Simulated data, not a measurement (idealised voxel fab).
Process module under the name voxel ribs on slabs
This is section cut - it's 270 nm across, gridded in 5 nm square cells.
Heads up, the way a cross-section reads in here is a grid of square cells, handed over as bands from the top down, with every band being one or more rows of cells. Read a band's entry like this: the first values are the height of its top and the height of its bottom in nm, and what follows is the sequence of materials from left to right, each with its width in nm. Note that "empty" is empty space, and that a single material marked "full width" reaches across the band from edge to edge. Heights from 0 (as-received wafer is one material below). Bottom band endless downward, as "0..down". The two numbers in a width such as "30->40" mark its ends across the band: the first belongs to the top row of cells, the second to the bottom row, and from each row to the next the width moves by the same amount. "no modifications" for a step: no cell of the cross-section changed in that step. Empty spaces without an open route to the top, at least 8 cells in extent, make up the entry "Fully enclosed voids"; each is given as width x height at distance, where the distance is measured from the left edge, and all are in nm. What comes after the settings on a step's line is commentary from the simulator itself on that step. overlay nm: right-of-plan distance of the mask on a masked step; negative values mean left-of-plan.

### These are the steps we planned for the process
1 RECEIVE,material Si
2 DIRECTIONAL_DEP,material SiO2,thk nm 30
3 DIRECTIONAL_DEP,material polySi,thk nm 20
4 PATTERN,tone cover,mask id RIB,material resist,width nm 30,thk nm 20,overlay nm 0
5 DIRECTIONAL_ETCH,etch materials polySi,depth nm 10
6 STRIP,etch materials resist
7 MASKED_ETCH,tone cover,mask id SLAB,width nm 60,etch materials polySi,depth nm 10,overlay nm 0
8 FILL_DEP,material SiO2,thk nm 20
9 CMP,height nm 60
10 DIRECTIONAL_DEP,material W,thk nm 5
11 MASKED_ETCH,tone cover,mask id HEATER,width nm 40,etch materials W,depth nm 5,overlay nm 0
12 CONFORMAL_DEP,material SiO2,thk nm 5

### Cross-section of the wafer upon arrival, representing the state reached after step 1
* 0..down  Si full width
* Fully enclosed voids: none

### Cross-sectional image of the first of two wafers at the end of the module, the run having proceeded as planned
* 70..65  empty 110 | SiO2 50 | empty 110
* 65..60  SiO2 115 | W 40 | SiO2 115
* 60..50  SiO2 full width
* 50..40  SiO2 120 | polySi 30 | SiO2 120
* 40..30  SiO2 105 | polySi 60 | SiO2 105
* 30..0  SiO2 full width
* 0..down  Si full width
* Fully enclosed voids: none

### What the second wafer looks like in cross-section once the module is done. Its start and its plan matched the first wafer's exactly; what differed was one mistake in how it was run
* 70..65  empty 110 | SiO2 50 | empty 110
* 65..60  SiO2 115 | W 40 | SiO2 115
* 60..50  SiO2 105 | polySi 60 | SiO2 105
* 50..30  polySi full width
* 30..0  SiO2 full width
* 0..down  Si full width
* Fully enclosed voids: none
Processing error: the plan had its step 3 run twice
Bottom line after processing is that, in cells, the second wafer is up or down on some materials versus the first: 204 fewer of SiO2; 204 more of polySi
